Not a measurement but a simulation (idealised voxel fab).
Name of the process module below: voxel self aligned contacts
This is section cut - it's 225 nm across, gridded in 5 nm square cells.
We lay out every cross-section as a grid of square cells and spell it out in bands from the top down, where one band means one or more rows of cells.
Per band: top height and bottom height in nm, followed by the left-to-right materials and their widths in nm; "full width" marks a single material spanning edge to edge, "empty" marks empty space.
Height 0 is the level under which the wafer as received is all one material. The lowest band goes on downwards, as in "0..down".
When a width is written as two numbers, as in "30 to 40", the first number is the width in the top row of cells of the band and the second is the width in its bottom row, and the width changes by the same amount from each row to the next.
Reading "no alterations made" for a step: not a cell of the cross-section changed in it.
You'll see "Sealed voids" listing empty spaces that have no way open to the top, as long as they're 8 cells or more; the notation is width x height at distance, where the distance is from the left edge, and all of it is in nm.
Note: text after step settings on the step line = simulator remark on that step.
The optional step-line setting "overlay nm" applies to steps with a mask and quantifies how far to the right of its planned location the mask lay, a negative value indicating leftward placement.
Heads up before you read on: it's before/after pairs around one process step each, after side only down to the lowest band that changed, step plus settings under the pair. Pairs can be from different runs of this module, same starting wafer, so only chain a pair onto the one above if its "Pre-step snapshot" entry says so.

**Pre-step snapshot**
* 0..down | Si full width
* Sealed voids: none

**Resultant Cross-Section**
* 0..-5 | SiO2 full width
* No changes below -5.
* Sealed voids: none
To go from the before cross-section above to the after cross-section, apply OXIDIZE [depth nm 5]

Pre-step snapshot: this step begins from the cross-section that the pair just above shows after its step.

**Resultant Cross-Section**
* 30..0 | polySi full width
* No changes below 0.
* Sealed voids: none
To go from the before cross-section above to the after cross-section, apply DIRECTIONAL_DEP [material polySi] [thk nm 30]

Pre-step snapshot: this step begins from the cross-section that the pair just above shows after its step.

**Resultant Cross-Section**
* 50..30 | SiN full width
* No changes below 30.
* Sealed voids: none
To go from the before cross-section above to the after cross-section, apply DIRECTIONAL_DEP [material SiN] [thk nm 20]

Pre-step snapshot: this step begins from the cross-section that the pair just above shows after its step.

**Resultant Cross-Section**
* 65..50 | 30 of empty / 35 of resist / 30 of empty / 35 of resist / 30 of empty / 35 of resist / 30 of empty
* No changes below 50.
* Sealed voids: none
To go from the before cross-section above to the after cross-section, apply PATTERN [tone cover] [mask id GATE] [material resist] [width nm 35] [pitch nm 65] [thk nm 15] [overlay nm 0]

Pre-step snapshot: this step begins from the cross-section that the pair just above shows after its step.

**Resultant Cross-Section**
* 65..50 | 30 of empty / 35 of resist / 30 of empty / 35 of resist / 30 of empty / 35 of resist / 30 of empty
* 50..30 | 30 of empty / 35 of SiN / 30 of empty / 35 of SiN / 30 of empty / 35 of SiN / 30 of empty
* No changes below 30.
* Sealed voids: none
To go from the before cross-section above to the after cross-section, apply DIRECTIONAL_ETCH [etch materials SiN] [depth nm 20]

Pre-step snapshot: this step begins from the cross-section that the pair just above shows after its step.

**Resultant Cross-Section**
* 65..50 | 30 of empty / 35 of resist / 30 of empty / 35 of resist / 30 of empty / 35 of resist / 30 of empty
* 50..30 | 30 of empty / 35 of SiN / 30 of empty / 35 of SiN / 30 of empty / 35 of SiN / 30 of empty
* 30..0 | 30 of empty / 35 of polySi / 30 of empty / 35 of polySi / 30 of empty / 35 of polySi / 30 of empty
* No changes below 0.
* Sealed voids: none
To go from the before cross-section above to the after cross-section, apply DIRECTIONAL_ETCH [etch materials polySi] [depth nm 30]

Pre-step snapshot: this step begins from the cross-section that the pair just above shows after its step.

**Resultant Cross-Section**
* 50..30 | 30 of empty / 35 of SiN / 30 of empty / 35 of SiN / 30 of empty / 35 of SiN / 30 of empty
* No changes below 30.
* Sealed voids: none
To go from the before cross-section above to the after cross-section, apply STRIP [etch materials resist]

Pre-step snapshot: this step begins from the cross-section that the pair just above shows after its step.

**Resultant Cross-Section**
* 55..30 | 25 of empty / 45 of SiN / 20 of empty / 45 of SiN / 20 of empty / 45 of SiN / 25 of empty
* 30..5 | 25 of empty / 5 of SiN / 35 of polySi / 5 of SiN / 20 of empty / 5 of SiN / 35 of polySi / 5 of SiN / 20 of empty / 5 of SiN / 35 of polySi / 5 of SiN / 25 of empty
* 5..0 | 30 of SiN / 35 of polySi / 30 of SiN / 35 of polySi / 30 of SiN / 35 of polySi / 30 of SiN
* No changes below 0.
* Sealed voids: none
To go from the before cross-section above to the after cross-section, apply CONFORMAL_DEP [material SiN] [thk nm 5]

Pre-step snapshot: this step begins from the cross-section that the pair just above shows after its step.

**Resultant Cross-Section**
* 50..30 | 25 of empty / 45 of SiN / 20 of empty / 45 of SiN / 20 of empty / 45 of SiN / 25 of empty
* 30..0 | 25 of empty / 5 of SiN / 35 of polySi / 5 of SiN / 20 of empty / 5 of SiN / 35 of polySi / 5 of SiN / 20 of empty / 5 of SiN / 35 of polySi / 5 of SiN / 25 of empty
* No changes below 0.
* Sealed voids: none
To go from the before cross-section above to the after cross-section, apply DIRECTIONAL_ETCH [etch materials SiN] [depth nm 5]

Pre-step snapshot: this step begins from the cross-section that the pair just above shows after its step.

**Resultant Cross-Section**
* 65..50 | SiO2 full width
* 50..30 | 25 of SiO2 / 45 of SiN / 20 of SiO2 / 45 of SiN / 20 of SiO2 / 45 of SiN / 25 of SiO2
* 30..0 | 25 of SiO2 / 5 of SiN / 35 of polySi / 5 of SiN / 20 of SiO2 / 5 of SiN / 35 of polySi / 5 of SiN / 20 of SiO2 / 5 of SiN / 35 of polySi / 5 of SiN / 25 of SiO2
* No changes below 0.
* Sealed voids: none
To go from the before cross-section above to the after cross-section, apply FILL_DEP [material SiO2] [thk nm 15]

Pre-step snapshot: this step begins from the cross-section that the pair just above shows after its step.

**Resultant Cross-Section**
* 60..50 | SiO2 full width
* No changes below 50.
* Sealed voids: none
To go from the before cross-section above to the after cross-section, apply CMP [height nm 60]

Pre-step snapshot: this step begins from the cross-section that the pair just above shows after its step.

**Resultant Cross-Section**
* 75..60 | aC full width
* No changes below 60.
* Sealed voids: none
To go from the before cross-section above to the after cross-section, apply DIRECTIONAL_DEP [material aC] [thk nm 15]

Pre-step snapshot: this step begins from the cross-section that the pair just above shows after its step.

**Resultant Cross-Section**
* 105..75 | 55 of resist / 50 of empty / 15 of resist / 50 of empty / 55 of resist
* No changes below 75.
* Sealed voids: none
To go from the before cross-section above to the after cross-section, apply PATTERN [tone open] [mask id CONTACT] [material resist] [width nm 50] [pitch nm 65] [thk nm 30] [overlay nm 0]

Pre-step snapshot: this step begins from the cross-section that the pair just above shows after its step.

**Resultant Cross-Section**
* 90..75 | 55 of resist / 50 of empty / 15 of resist / 50 of empty / 55 of resist
* 75..60 | 55 of aC / 50 of empty / 15 of aC / 50 of empty / 55 of aC
* No changes below 60.
* Sealed voids: none
To go from the before cross-section above to the after cross-section, apply DIRECTIONAL_ETCH [etch materials aC] [depth nm 15]

Pre-step snapshot: this step begins from the cross-section that the pair just above shows after its step.

**Resultant Cross-Section**
* 75..60 | 55 of aC / 50 of empty / 15 of aC / 50 of empty / 55 of aC
* No changes below 60.
* Sealed voids: none
To go from the before cross-section above to the after cross-section, apply STRIP [etch materials resist]

Pre-step snapshot: this step begins from the cross-section that the pair just above shows after its step.

**Resultant Cross-Section**
* 75..60 | 55 of aC / 50 of empty / 15 of aC / 50 of empty / 55 of aC
* 60..50 | 55 of SiO2 / 50 of empty / 15 of SiO2 / 50 of empty / 55 of SiO2
* 50..30 | 25 of SiO2 / 45 of SiN / 20 of empty / 45 of SiN / 20 of empty / 45 of SiN / 25 of SiO2
* 30..0 | 25 of SiO2 / 5 of SiN / 35 of polySi / 5 of SiN / 20 of empty / 5 of SiN / 35 of polySi / 5 of SiN / 20 of empty / 5 of SiN / 35 of polySi / 5 of SiN / 25 of SiO2
* 0..-5 | 70 of SiO2 / 20 of empty / 45 of SiO2 / 20 of empty / 70 of SiO2
* No changes below -5.
* Sealed voids: none
To go from the before cross-section above to the after cross-section, apply DIRECTIONAL_ETCH [etch materials SiO2] [depth nm 65]

Pre-step snapshot: this step begins from the cross-section that the pair just above shows after its step.

**Resultant Cross-Section**
* 60..50 | 55 of SiO2 / 50 of empty / 15 of SiO2 / 50 of empty / 55 of SiO2
* No changes below 50.
* Sealed voids: none
To go from the before cross-section above to the after cross-section, apply STRIP [etch materials aC]

Pre-step snapshot: this step begins from the cross-section that the pair just above shows after its step.

**Resultant Cross-Section**
* 65..60 | 60 of TiN / 40 of empty / 25 of TiN / 40 of empty / 60 of TiN
* 60..50 | 55 of SiO2 / 5 to 20 of TiN / 40 to 10 of empty / 5 to 20 of TiN / 15 of SiO2 / 5 to 20 of TiN / 40 to 10 of empty / 5 to 20 of TiN / 55 of SiO2
* 50..30 | 25 of SiO2 / 45 of SiN / 5 of TiN / 10 of empty / 5 of TiN / 45 of SiN / 5 of TiN / 10 of empty / 5 of TiN / 45 of SiN / 25 of SiO2
* 30..0 | 25 of SiO2 / 5 of SiN / 35 of polySi / 5 of SiN / 5 of TiN / 10 of empty / 5 of TiN / 5 of SiN / 35 of polySi / 5 of SiN / 5 of TiN / 10 of empty / 5 of TiN / 5 of SiN / 35 of polySi / 5 of SiN / 25 of SiO2
* 0..-5 | 70 of SiO2 / 20 of TiN / 45 of SiO2 / 20 of TiN / 70 of SiO2
* No changes below -5.
* Sealed voids: none
To go from the before cross-section above to the after cross-section, apply CONFORMAL_DEP [material TiN] [thk nm 5]

Pre-step snapshot: this step begins from the cross-section that the pair just above shows after its step.

**Resultant Cross-Section**
* 75..65 | W full width
* 65..60 | 60 of TiN / 40 of W / 25 of TiN / 40 of W / 60 of TiN
* 60..50 | 55 of SiO2 / 5 to 20 of TiN / 40 to 10 of W / 5 to 20 of TiN / 15 of SiO2 / 5 to 20 of TiN / 40 to 10 of W / 5 to 20 of TiN / 55 of SiO2
* 50..30 | 25 of SiO2 / 45 of SiN / 5 of TiN / 10 of W / 5 of TiN / 45 of SiN / 5 of TiN / 10 of W / 5 of TiN / 45 of SiN / 25 of SiO2
* 30..0 | 25 of SiO2 / 5 of SiN / 35 of polySi / 5 of SiN / 5 of TiN / 10 of W / 5 of TiN / 5 of SiN / 35 of polySi / 5 of SiN / 5 of TiN / 10 of W / 5 of TiN / 5 of SiN / 35 of polySi / 5 of SiN / 25 of SiO2
* No changes below 0.
* Sealed voids: none
To go from the before cross-section above to the after cross-section, apply FILL_DEP [material W] [thk nm 10]

Pre-step snapshot: this step begins from the cross-section that the pair just above shows after its step.

**Resultant Cross-Section**
* 60..50 | 55 of SiO2 / 5 to 20 of TiN / 40 to 10 of W / 5 to 20 of TiN / 15 of SiO2 / 5 to 20 of TiN / 40 to 10 of W / 5 to 20 of TiN / 55 of SiO2
* No changes below 50.
* Sealed voids: none
To go from the before cross-section above to the after cross-section, apply CMP [height nm 60]

Pre-step snapshot: this step begins from the cross-section that the pair just above shows after its step.

**Resultant Cross-Section**
* 65..60 | SiN full width
* No changes below 60.
* Sealed voids: none
To go from the before cross-section above to the after cross-section, apply CONFORMAL_DEP [material SiN] [thk nm 5]

**Pre-step snapshot**
* 0..down | Si full width
* Sealed voids: none

**Resultant Cross-Section**
* 30..0 | polySi full width
* No changes below 0.
* Sealed voids: none
To go from the before cross-section above to the after cross-section, apply DIRECTIONAL_DEP [material polySi] [thk nm 30]

Pre-step snapshot: this step begins from the cross-section that the pair just above shows after its step.

**Resultant Cross-Section**
* 50..30 | SiN full width
* No changes below 30.
* Sealed voids: none
To go from the before cross-section above to the after cross-section, apply DIRECTIONAL_DEP [material SiN] [thk nm 20]

Pre-step snapshot: this step begins from the cross-section that the pair just above shows after its step.

**Resultant Cross-Section**
* 65..50 | 30 of empty / 35 of resist / 30 of empty / 35 of resist / 30 of empty / 35 of resist / 30 of empty
* No changes below 50.
* Sealed voids: none
To go from the before cross-section above to the after cross-section, apply PATTERN [tone cover] [mask id GATE] [material resist] [width nm 35] [pitch nm 65] [thk nm 15] [overlay nm 0]

Pre-step snapshot: this step begins from the cross-section that the pair just above shows after its step.

**Resultant Cross-Section**
* 65..50 | 30 of empty / 35 of resist / 30 of empty / 35 of resist / 30 of empty / 35 of resist / 30 of empty
* 50..30 | 30 of empty / 35 of SiN / 30 of empty / 35 of SiN / 30 of empty / 35 of SiN / 30 of empty
* No changes below 30.
* Sealed voids: none
To go from the before cross-section above to the after cross-section, apply DIRECTIONAL_ETCH [etch materials SiN] [depth nm 20]

Pre-step snapshot: this step begins from the cross-section that the pair just above shows after its step.

**Resultant Cross-Section**
* 65..50 | 30 of empty / 35 of resist / 30 of empty / 35 of resist / 30 of empty / 35 of resist / 30 of empty
* 50..30 | 30 of empty / 35 of SiN / 30 of empty / 35 of SiN / 30 of empty / 35 of SiN / 30 of empty
* 30..0 | 30 of empty / 35 of polySi / 30 of empty / 35 of polySi / 30 of empty / 35 of polySi / 30 of empty
* No changes below 0.
* Sealed voids: none
To go from the before cross-section above to the after cross-section, apply DIRECTIONAL_ETCH [etch materials polySi] [depth nm 30]

Pre-step snapshot: this step begins from the cross-section that the pair just above shows after its step.

**Resultant Cross-Section**
* 50..30 | 30 of empty / 35 of SiN / 30 of empty / 35 of SiN / 30 of empty / 35 of SiN / 30 of empty
* No changes below 30.
* Sealed voids: none
To go from the before cross-section above to the after cross-section, apply STRIP [etch materials resist]

Pre-step snapshot: this step begins from the cross-section that the pair just above shows after its step.

**Resultant Cross-Section**
* 55..30 | 25 of empty / 45 of SiN / 20 of empty / 45 of SiN / 20 of empty / 45 of SiN / 25 of empty
* 30..5 | 25 of empty / 5 of SiN / 35 of polySi / 5 of SiN / 20 of empty / 5 of SiN / 35 of polySi / 5 of SiN / 20 of empty / 5 of SiN / 35 of polySi / 5 of SiN / 25 of empty
* 5..0 | 30 of SiN / 35 of polySi / 30 of SiN / 35 of polySi / 30 of SiN / 35 of polySi / 30 of SiN
* No changes below 0.
* Sealed voids: none
To go from the before cross-section above to the after cross-section, apply CONFORMAL_DEP [material SiN] [thk nm 5]

Pre-step snapshot: this step begins from the cross-section that the pair just above shows after its step.

**Resultant Cross-Section**
* 50..30 | 25 of empty / 45 of SiN / 20 of empty / 45 of SiN / 20 of empty / 45 of SiN / 25 of empty
* 30..0 | 25 of empty / 5 of SiN / 35 of polySi / 5 of SiN / 20 of empty / 5 of SiN / 35 of polySi / 5 of SiN / 20 of empty / 5 of SiN / 35 of polySi / 5 of SiN / 25 of empty
* No changes below 0.
* Sealed voids: none
To go from the before cross-section above to the after cross-section, apply DIRECTIONAL_ETCH [etch materials SiN] [depth nm 5]

Pre-step snapshot: this step begins from the cross-section that the pair just above shows after its step.

**Resultant Cross-Section**
* 65..50 | SiO2 full width
* 50..30 | 25 of SiO2 / 45 of SiN / 20 of SiO2 / 45 of SiN / 20 of SiO2 / 45 of SiN / 25 of SiO2
* 30..0 | 25 of SiO2 / 5 of SiN / 35 of polySi / 5 of SiN / 20 of SiO2 / 5 of SiN / 35 of polySi / 5 of SiN / 20 of SiO2 / 5 of SiN / 35 of polySi / 5 of SiN / 25 of SiO2
* No changes below 0.
* Sealed voids: none
To go from the before cross-section above to the after cross-section, apply FILL_DEP [material SiO2] [thk nm 15]

Pre-step snapshot: this step begins from the cross-section that the pair just above shows after its step.

**Resultant Cross-Section**
* 60..50 | SiO2 full width
* No changes below 50.
* Sealed voids: none
To go from the before cross-section above to the after cross-section, apply CMP [height nm 60]

Pre-step snapshot: this step begins from the cross-section that the pair just above shows after its step.

**Resultant Cross-Section**
* 75..60 | aC full width
* No changes below 60.
* Sealed voids: none
To go from the before cross-section above to the after cross-section, apply DIRECTIONAL_DEP [material aC] [thk nm 15]

Pre-step snapshot: this step begins from the cross-section that the pair just above shows after its step.

**Resultant Cross-Section**
* 105..75 | 55 of resist / 50 of empty / 15 of resist / 50 of empty / 55 of resist
* No changes below 75.
* Sealed voids: none
To go from the before cross-section above to the after cross-section, apply PATTERN [tone open] [mask id CONTACT] [material resist] [width nm 50] [pitch nm 65] [thk nm 30] [overlay nm 0]

Pre-step snapshot: this step begins from the cross-section that the pair just above shows after its step.

**Resultant Cross-Section**
* 90..75 | 55 of resist / 50 of empty / 15 of resist / 50 of empty / 55 of resist
* 75..60 | 55 of aC / 50 of empty / 15 of aC / 50 of empty / 55 of aC
* No changes below 60.
* Sealed voids: none
To go from the before cross-section above to the after cross-section, apply DIRECTIONAL_ETCH [etch materials aC] [depth nm 15]

Pre-step snapshot: this step begins from the cross-section that the pair just above shows after its step.

**Resultant Cross-Section**
* 75..60 | 55 of aC / 50 of empty / 15 of aC / 50 of empty / 55 of aC
* No changes below 60.
* Sealed voids: none
To go from the before cross-section above to the after cross-section, apply STRIP [etch materials resist]

Pre-step snapshot: this step begins from the cross-section that the pair just above shows after its step.

**Resultant Cross-Section**
* 75..60 | 55 of aC / 50 of empty / 15 of aC / 50 of empty / 55 of aC
* 60..50 | 55 of SiO2 / 50 of empty / 15 of SiO2 / 50 of empty / 55 of SiO2
* 50..30 | 25 of SiO2 / 45 of SiN / 20 of empty / 45 of SiN / 20 of empty / 45 of SiN / 25 of SiO2
* 30..0 | 25 of SiO2 / 5 of SiN / 35 of polySi / 5 of SiN / 20 of empty / 5 of SiN / 35 of polySi / 5 of SiN / 20 of empty / 5 of SiN / 35 of polySi / 5 of SiN / 25 of SiO2
* No changes below 0.
* Sealed voids: none
To go from the before cross-section above to the after cross-section, apply DIRECTIONAL_ETCH [etch materials SiO2] [depth nm 65]

Pre-step snapshot: this step begins from the cross-section that the pair just above shows after its step.

**Resultant Cross-Section**
* 60..50 | 55 of SiO2 / 50 of empty / 15 of SiO2 / 50 of empty / 55 of SiO2
* No changes below 50.
* Sealed voids: none
To go from the before cross-section above to the after cross-section, apply STRIP [etch materials aC]

Pre-step snapshot: this step begins from the cross-section that the pair just above shows after its step.

**Resultant Cross-Section**
* 65..60 | 60 of TiN / 40 of empty / 25 of TiN / 40 of empty / 60 of TiN
* 60..50 | 55 of SiO2 / 5 to 20 of TiN / 40 to 10 of empty / 5 to 20 of TiN / 15 of SiO2 / 5 to 20 of TiN / 40 to 10 of empty / 5 to 20 of TiN / 55 of SiO2
* 50..30 | 25 of SiO2 / 45 of SiN / 5 of TiN / 10 of empty / 5 of TiN / 45 of SiN / 5 of TiN / 10 of empty / 5 of TiN / 45 of SiN / 25 of SiO2
* 30..5 | 25 of SiO2 / 5 of SiN / 35 of polySi / 5 of SiN / 5 of TiN / 10 of empty / 5 of TiN / 5 of SiN / 35 of polySi / 5 of SiN / 5 of TiN / 10 of empty / 5 of TiN / 5 of SiN / 35 of polySi / 5 of SiN / 25 of SiO2
* 5..0 | 25 of SiO2 / 5 of SiN / 35 of polySi / 5 of SiN / 20 of TiN / 5 of SiN / 35 of polySi / 5 of SiN / 20 of TiN / 5 of SiN / 35 of polySi / 5 of SiN / 25 of SiO2
* No changes below 0.
* Sealed voids: none
To go from the before cross-section above to the after cross-section, apply CONFORMAL_DEP [material TiN] [thk nm 5]

Pre-step snapshot: this step begins from the cross-section that the pair just above shows after its step.

**Resultant Cross-Section**
* 75..65 | W full width
* 65..60 | 60 of TiN / 40 of W / 25 of TiN / 40 of W / 60 of TiN
* 60..50 | 55 of SiO2 / 5 to 20 of TiN / 40 to 10 of W / 5 to 20 of TiN / 15 of SiO2 / 5 to 20 of TiN / 40 to 10 of W / 5 to 20 of TiN / 55 of SiO2
* 50..30 | 25 of SiO2 / 45 of SiN / 5 of TiN / 10 of W / 5 of TiN / 45 of SiN / 5 of TiN / 10 of W / 5 of TiN / 45 of SiN / 25 of SiO2
* 30..5 | 25 of SiO2 / 5 of SiN / 35 of polySi / 5 of SiN / 5 of TiN / 10 of W / 5 of TiN / 5 of SiN / 35 of polySi / 5 of SiN / 5 of TiN / 10 of W / 5 of TiN / 5 of SiN / 35 of polySi / 5 of SiN / 25 of SiO2
* No changes below 5.
* Sealed voids: none
To go from the before cross-section above to the after cross-section, apply FILL_DEP [material W] [thk nm 10]

Pre-step snapshot: this step begins from the cross-section that the pair just above shows after its step.

**Resultant Cross-Section**
* 60..50 | 55 of SiO2 / 5 to 20 of TiN / 40 to 10 of W / 5 to 20 of TiN / 15 of SiO2 / 5 to 20 of TiN / 40 to 10 of W / 5 to 20 of TiN / 55 of SiO2
* No changes below 50.
* Sealed voids: none
To go from the before cross-section above to the after cross-section, apply CMP [height nm 60]

Pre-step snapshot: this step begins from the cross-section that the pair just above shows after its step.

**Resultant Cross-Section**
* 65..60 | SiN full width
* No changes below 60.
* Sealed voids: none
To go from the before cross-section above to the after cross-section, apply CONFORMAL_DEP [material SiN] [thk nm 5]

**Pre-step snapshot**
* 50..30 | SiN full width
* 30..0 | polySi full width
* 0..-5 | SiO2 full width
* -5..down | Si full width
* Sealed voids: none

**Resultant Cross-Section**
* 70..30 | SiN full width
* No changes below 30.
* Sealed voids: none
To go from the before cross-section above to the after cross-section, apply DIRECTIONAL_DEP [material SiN] [thk nm 20]

Pre-step snapshot: this step begins from the cross-section that the pair just above shows after its step.

**Resultant Cross-Section**
* 85..70 | 30 of empty / 35 of resist / 30 of empty / 35 of resist / 30 of empty / 35 of resist / 30 of empty
* No changes below 70.
* Sealed voids: none
To go from the before cross-section above to the after cross-section, apply PATTERN [tone cover] [mask id GATE] [material resist] [width nm 35] [pitch nm 65] [thk nm 15] [overlay nm 0]

Pre-step snapshot: this step begins from the cross-section that the pair just above shows after its step.

**Resultant Cross-Section**
* 85..70 | 30 of empty / 35 of resist / 30 of empty / 35 of resist / 30 of empty / 35 of resist / 30 of empty
* 70..50 | 30 of empty / 35 of SiN / 30 of empty / 35 of SiN / 30 of empty / 35 of SiN / 30 of empty
* No changes below 50.
* Sealed voids: none
To go from the before cross-section above to the after cross-section, apply DIRECTIONAL_ETCH [etch materials SiN] [depth nm 20]

Pre-step snapshot: this step begins from the cross-section that the pair just above shows after its step.

**Resultant Cross-Section**
* 70..50 | 30 of empty / 35 of SiN / 30 of empty / 35 of SiN / 30 of empty / 35 of SiN / 30 of empty
* No changes below 50.
* Sealed voids: none
To go from the before cross-section above to the after cross-section, apply STRIP [etch materials resist]

Pre-step snapshot: this step begins from the cross-section that the pair just above shows after its step.

**Resultant Cross-Section**
* 75..55 | 25 of empty / 45 of SiN / 20 of empty / 45 of SiN / 20 of empty / 45 of SiN / 25 of empty
* 55..30 | SiN full width
* No changes below 30.
* Sealed voids: none
To go from the before cross-section above to the after cross-section, apply CONFORMAL_DEP [material SiN] [thk nm 5]

Pre-step snapshot: this step begins from the cross-section that the pair just above shows after its step.

**Resultant Cross-Section**
* 70..50 | 25 of empty / 45 of SiN / 20 of empty / 45 of SiN / 20 of empty / 45 of SiN / 25 of empty
* No changes below 50.
* Sealed voids: none
To go from the before cross-section above to the after cross-section, apply DIRECTIONAL_ETCH [etch materials SiN] [depth nm 5]

Pre-step snapshot: this step begins from the cross-section that the pair just above shows after its step.

**Resultant Cross-Section**
* 85..70 | SiO2 full width
* 70..50 | 25 of SiO2 / 45 of SiN / 20 of SiO2 / 45 of SiN / 20 of SiO2 / 45 of SiN / 25 of SiO2
* No changes below 50.
* Sealed voids: none
To go from the before cross-section above to the after cross-section, apply FILL_DEP [material SiO2] [thk nm 15]

Pre-step snapshot: this step begins from the cross-section that the pair just above shows after its step.

**Resultant Cross-Section**
* 60..50 | 25 of SiO2 / 45 of SiN / 20 of SiO2 / 45 of SiN / 20 of SiO2 / 45 of SiN / 25 of SiO2
* No changes below 50.
* Sealed voids: none
To go from the before cross-section above to the after cross-section, apply CMP [height nm 60]

Pre-step snapshot: this step begins from the cross-section that the pair just above shows after its step.

**Resultant Cross-Section**
* 75..60 | aC full width
* No changes below 60.
* Sealed voids: none
To go from the before cross-section above to the after cross-section, apply DIRECTIONAL_DEP [material aC] [thk nm 15]

Pre-step snapshot: this step begins from the cross-section that the pair just above shows after its step.

**Resultant Cross-Section**
* 105..75 | 55 of resist / 50 of empty / 15 of resist / 50 of empty / 55 of resist
* No changes below 75.
* Sealed voids: none
To go from the before cross-section above to the after cross-section, apply PATTERN [tone open] [mask id CONTACT] [material resist] [width nm 50] [pitch nm 65] [thk nm 30] [overlay nm 0]

Pre-step snapshot: this step begins from the cross-section that the pair just above shows after its step.

**Resultant Cross-Section**
* 90..75 | 55 of resist / 50 of empty / 15 of resist / 50 of empty / 55 of resist
* 75..60 | 55 of aC / 50 of empty / 15 of aC / 50 of empty / 55 of aC
* No changes below 60.
* Sealed voids: none
To go from the before cross-section above to the after cross-section, apply DIRECTIONAL_ETCH [etch materials aC] [depth nm 15]

Pre-step snapshot: this step begins from the cross-section that the pair just above shows after its step.

**Resultant Cross-Section**
* 75..60 | 55 of aC / 50 of empty / 15 of aC / 50 of empty / 55 of aC
* No changes below 60.
* Sealed voids: none
To go from the before cross-section above to the after cross-section, apply STRIP [etch materials resist]

Pre-step snapshot: this step begins from the cross-section that the pair just above shows after its step.

**Resultant Cross-Section**
* 75..60 | 55 of aC / 50 of empty / 15 of aC / 50 of empty / 55 of aC
* 60..50 | 25 of SiO2 / 45 of SiN / 20 of empty / 45 of SiN / 20 of empty / 45 of SiN / 25 of SiO2
* No changes below 50.
* Sealed voids: none
To go from the before cross-section above to the after cross-section, apply DIRECTIONAL_ETCH [etch materials SiO2] [depth nm 65]

Pre-step snapshot: this step begins from the cross-section that the pair just above shows after its step.

**Resultant Cross-Section**
* 60..50 | 25 of SiO2 / 45 of SiN / 20 of empty / 45 of SiN / 20 of empty / 45 of SiN / 25 of SiO2
* No changes below 50.
* Sealed voids: none
To go from the before cross-section above to the after cross-section, apply STRIP [etch materials aC]

Pre-step snapshot: this step begins from the cross-section that the pair just above shows after its step.

**Resultant Cross-Section**
* 65..60 | 75 of TiN / 10 of empty / 55 of TiN / 10 of empty / 75 of TiN
* 60..55 | 25 of SiO2 / 45 of SiN / 5 of TiN / 10 of empty / 5 of TiN / 45 of SiN / 5 of TiN / 10 of empty / 5 of TiN / 45 of SiN / 25 of SiO2
* 55..50 | 25 of SiO2 / 45 of SiN / 20 of TiN / 45 of SiN / 20 of TiN / 45 of SiN / 25 of SiO2
* No changes below 50.
* Sealed voids: none
To go from the before cross-section above to the after cross-section, apply CONFORMAL_DEP [material TiN] [thk nm 5]

Pre-step snapshot: this step begins from the cross-section that the pair just above shows after its step.

**Resultant Cross-Section**
* 75..65 | W full width
* 65..60 | 75 of TiN / 10 of W / 55 of TiN / 10 of W / 75 of TiN
* 60..55 | 25 of SiO2 / 45 of SiN / 5 of TiN / 10 of W / 5 of TiN / 45 of SiN / 5 of TiN / 10 of W / 5 of TiN / 45 of SiN / 25 of SiO2
* No changes below 55.
* Sealed voids: none
To go from the before cross-section above to the after cross-section, apply FILL_DEP [material W] [thk nm 10]

Pre-step snapshot: this step begins from the cross-section that the pair just above shows after its step.

**Resultant Cross-Section**
* 60..55 | 25 of SiO2 / 45 of SiN / 5 of TiN / 10 of W / 5 of TiN / 45 of SiN / 5 of TiN / 10 of W / 5 of TiN / 45 of SiN / 25 of SiO2
* No changes below 55.
* Sealed voids: none
To go from the before cross-section above to the after cross-section, apply CMP [height nm 60]

Pre-step snapshot: this step begins from the cross-section that the pair just above shows after its step.

**Resultant Cross-Section**
* 65..60 | SiN full width
* No changes below 60.
* Sealed voids: none
To go from the before cross-section above to the after cross-section, apply CONFORMAL_DEP [material SiN] [thk nm 5]

**Pre-step snapshot**
* 30..0 | polySi full width
* 0..down | Si full width
* Sealed voids: none

**Resultant Cross-Section**
* 30..25 | SiO2 full width
* No changes below 25.
* Sealed voids: none
To go from the before cross-section above to the after cross-section, apply OXIDIZE [depth nm 5]

Pre-step snapshot: this step begins from the cross-section that the pair just above shows after its step.

**Resultant Cross-Section**
* 50..30 | SiN full width
* No changes below 30.
* Sealed voids: none
To go from the before cross-section above to the after cross-section, apply DIRECTIONAL_DEP [material SiN] [thk nm 20]

Pre-step snapshot: this step begins from the cross-section that the pair just above shows after its step.

**Resultant Cross-Section**
* 65..50 | 30 of empty / 35 of resist / 30 of empty / 35 of resist / 30 of empty / 35 of resist / 30 of empty
* No changes below 50.
* Sealed voids: none
To go from the before cross-section above to the after cross-section, apply PATTERN [tone cover] [mask id GATE] [material resist] [width nm 35] [pitch nm 65] [thk nm 15] [overlay nm 0]

Pre-step snapshot: this step begins from the cross-section that the pair just above shows after its step.

**Resultant Cross-Section**
* 65..50 | 30 of empty / 35 of resist / 30 of empty / 35 of resist / 30 of empty / 35 of resist / 30 of empty
* 50..30 | 30 of empty / 35 of SiN / 30 of empty / 35 of SiN / 30 of empty / 35 of SiN / 30 of empty
* No changes below 30.
* Sealed voids: none
To go from the before cross-section above to the after cross-section, apply DIRECTIONAL_ETCH [etch materials SiN] [depth nm 20]

Pre-step snapshot: this step begins from the cross-section that the pair just above shows after its step.

**Resultant Cross-Section**
* 50..30 | 30 of empty / 35 of SiN / 30 of empty / 35 of SiN / 30 of empty / 35 of SiN / 30 of empty
* No changes below 30.
* Sealed voids: none
To go from the before cross-section above to the after cross-section, apply STRIP [etch materials resist]

Pre-step snapshot: this step begins from the cross-section that the pair just above shows after its step.

**Resultant Cross-Section**
* 55..35 | 25 of empty / 45 of SiN / 20 of empty / 45 of SiN / 20 of empty / 45 of SiN / 25 of empty
* 35..30 | SiN full width
* No changes below 30.
* Sealed voids: none
To go from the before cross-section above to the after cross-section, apply CONFORMAL_DEP [material SiN] [thk nm 5]

Pre-step snapshot: this step begins from the cross-section that the pair just above shows after its step.

**Resultant Cross-Section**
* 50..30 | 25 of empty / 45 of SiN / 20 of empty / 45 of SiN / 20 of empty / 45 of SiN / 25 of empty
* No changes below 30.
* Sealed voids: none
To go from the before cross-section above to the after cross-section, apply DIRECTIONAL_ETCH [etch materials SiN] [depth nm 5]

Pre-step snapshot: this step begins from the cross-section that the pair just above shows after its step.

**Resultant Cross-Section**
* 65..50 | SiO2 full width
* 50..30 | 25 of SiO2 / 45 of SiN / 20 of SiO2 / 45 of SiN / 20 of SiO2 / 45 of SiN / 25 of SiO2
* No changes below 30.
* Sealed voids: none
To go from the before cross-section above to the after cross-section, apply FILL_DEP [material SiO2] [thk nm 15]

Pre-step snapshot: this step begins from the cross-section that the pair just above shows after its step.

**Resultant Cross-Section**
* 60..50 | SiO2 full width
* No changes below 50.
* Sealed voids: none
To go from the before cross-section above to the after cross-section, apply CMP [height nm 60]
